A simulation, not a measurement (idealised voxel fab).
Herein follows the process module entitled voxel wiring stack.
Cross-sectional view cut (width: 235 nm; square cell size: 5 nm).
Cross-section layout: square cells on a grid; listed as bands, top to bottom; a band spans one or more cell rows. The entry gives the band's vertical extent as a top height and a bottom height in nm, then its horizontal make-up as materials from left to right, each with a width in nm. "blank" stands for empty space; a single material marked "all across" fills the band edge to edge. Height is counted from the level 0, under which the received wafer is composed throughout of one material. The lowest of the bands is not closed at the bottom but continues downward, in the notation "from 0 down". When a width is written as two numbers, as in "30..40", the first number is the width in the top row of cells of the band and the second is the width in its bottom row, and the width changes by the same amount from each row to the next. Where a step carries "no alteration", the cross-section came out of it unchanged, cell for cell. The list in "Trapped void list" covers empty spaces of 8 cells or more that cannot reach the top through any open way, and it gives each as width x height at distance; the distance is from the left edge, and width, height and distance are in nm. Formally, on a step line, whatever follows the settings is a remark that the simulator itself makes on the step. The setting "overlay nm" may be written on the line of a step. When the step uses a mask, the value reports how far to the right of the planned place the mask lay, and a negative value reports that it lay to the left.

SO HERE'S THE LINEUP OF PROCESS STEPS WE PLANNED
1: RECEIVE | material Si
2: CONFORMAL_DEP | material SiO2 | thk nm 10
3: CONFORMAL_DEP | material SiCN | thk nm 5
4: DIRECTIONAL_DEP | material lowk | thk nm 15
5: DIRECTIONAL_DEP | material aC | thk nm 15
6: PATTERN | tone open | mask id METAL_1 | material resist | width nm 25 | pitch nm 50 | thk nm 30 | overlay nm 0
7: DIRECTIONAL_ETCH | etch materials aC | depth nm 15
8: STRIP | etch materials resist
9: DIRECTIONAL_ETCH | etch materials lowk | depth nm 15
10: DIRECTIONAL_ETCH | etch materials SiCN | depth nm 5
11: STRIP | etch materials aC
12: CONFORMAL_DEP | material TiN | thk nm 5
13: FILL_DEP | material Cu | thk nm 10
14: CMP | height nm 30
15: CONFORMAL_DEP | material SiCN | thk nm 5
16: DIRECTIONAL_DEP | material lowk | thk nm 15
17: DIRECTIONAL_DEP | material aC | thk nm 10
18: PATTERN | tone open | mask id PLUG_1 | material resist | width nm 15 | pitch nm 50 | thk nm 30 | overlay nm 0
19: DIRECTIONAL_ETCH | etch materials aC | depth nm 10
20: STRIP | etch materials resist
21: DIRECTIONAL_ETCH | etch materials lowk | depth nm 15
22: DIRECTIONAL_ETCH | etch materials SiCN | depth nm 5
23: STRIP | etch materials aC
24: CONFORMAL_DEP | material TiN | thk nm 5
25: FILL_DEP | material Cu | thk nm 5
26: CMP | height nm 50
27: CONFORMAL_DEP | material SiCN | thk nm 5
28: DIRECTIONAL_DEP | material SiO2 | thk nm 20
29: PATTERN | tone open | mask id METAL_2 | material resist | width nm 25 | pitch nm 50 | thk nm 20 | overlay nm 0
30: DIRECTIONAL_ETCH | etch materials SiO2 | depth nm 20
31: DIRECTIONAL_ETCH | etch materials SiCN | depth nm 5
32: STRIP | etch materials resist
33: CONFORMAL_DEP | material TiN | thk nm 5
34: FILL_DEP | material W | thk nm 10
35: CMP | height nm 75
36: CONFORMAL_DEP | material SiCN | thk nm 5
37: DIRECTIONAL_DEP | material SiO2 | thk nm 25
38: DIRECTIONAL_DEP | material aC | thk nm 15
39: PATTERN | tone open | mask id METAL_3 | material resist | width nm 25 | pitch nm 50 | thk nm 35 | overlay nm 0
40: DIRECTIONAL_ETCH | etch materials aC | depth nm 15
41: STRIP | etch materials resist
42: DIRECTIONAL_ETCH | etch materials SiO2 | depth nm 15
43: STRIP | etch materials aC
44: PATTERN | tone open | mask id METAL_3_HOLES | material resist | width nm 15 | pitch nm 50 | thk nm 15 | overlay nm 0
45: DIRECTIONAL_ETCH | etch materials SiO2 | depth nm 10
46: DIRECTIONAL_ETCH | etch materials SiCN | depth nm 5
47: STRIP | etch materials resist
48: CONFORMAL_DEP | material TiN | thk nm 5
49: FILL_DEP | material Ru | thk nm 10
50: CMP | height nm 105
51: CONFORMAL_DEP | material SiCN | thk nm 5

CROSS-SECTION OF THE WAFER AT RECEIPT, WHICH IS THE CONDITION AFTER STEP 1
* from 0 down: Si all across
* Trapped void list: none

CROSS-SECTIONAL RESULT AFTER MODULE COMPLETION. NOTE: STARTING CONDITION AND PLAN ARE UNCHANGED FROM ABOVE; ONE PROCESSING MISTAKE WAS MADE
* from 110 to 105: SiCN all across
* from 105 to 95: SiO2 (80), then TiN (5), then Ru (15), then TiN (5), then SiO2 (25), then TiN (5), then Ru (15), then TiN (5), then SiO2 (80)
* from 95 to 90: SiO2 (80), then TiN (5), then Ru (5), then TiN (15), then SiO2 (25), then TiN (5), then Ru (5), then TiN (15), then SiO2 (80)
* from 90 to 80: SiO2 (80), then TiN (5), then Ru (5), then TiN (5), then SiO2 (35), then TiN (5), then Ru (5), then TiN (5), then SiO2 (90)
* from 80 to 75: SiCN (80), then TiN (15), then SiCN (35), then TiN (15), then SiCN (90)
* from 75 to 55: SiO2 (80), then TiN (5), then W (15), then TiN (5), then SiO2 (25), then TiN (5), then W (15), then TiN (5), then SiO2 (80)
* from 55 to 50: SiCN (80), then TiN (25), then SiCN (25), then TiN (25), then SiCN (80)
* from 50 to 35: lowk (80), then TiN (5), then Cu (5), then TiN (5), then lowk (35), then TiN (5), then Cu (5), then TiN (5), then lowk (90)
* from 35 to 30: SiCN (80), then TiN (15), then SiCN (35), then TiN (15), then SiCN (90)
* from 30 to 15: lowk (85), then TiN (5), then Cu (5), then TiN (5), then lowk (35), then TiN (5), then Cu (5), then TiN (5), then lowk (85)
* from 15 to 10: SiCN (85), then TiN (15), then SiCN (35), then TiN (15), then SiCN (85)
* from 10 to 0: SiO2 all across
* from 0 down: Si all across
* Trapped void list: none
What was the processing mistake? step 6 deviated from plan and actually ran as PATTERN | tone open | mask id METAL_1 | material resist | width nm 15 | pitch nm 50 | thk nm 30 | overlay nm 0
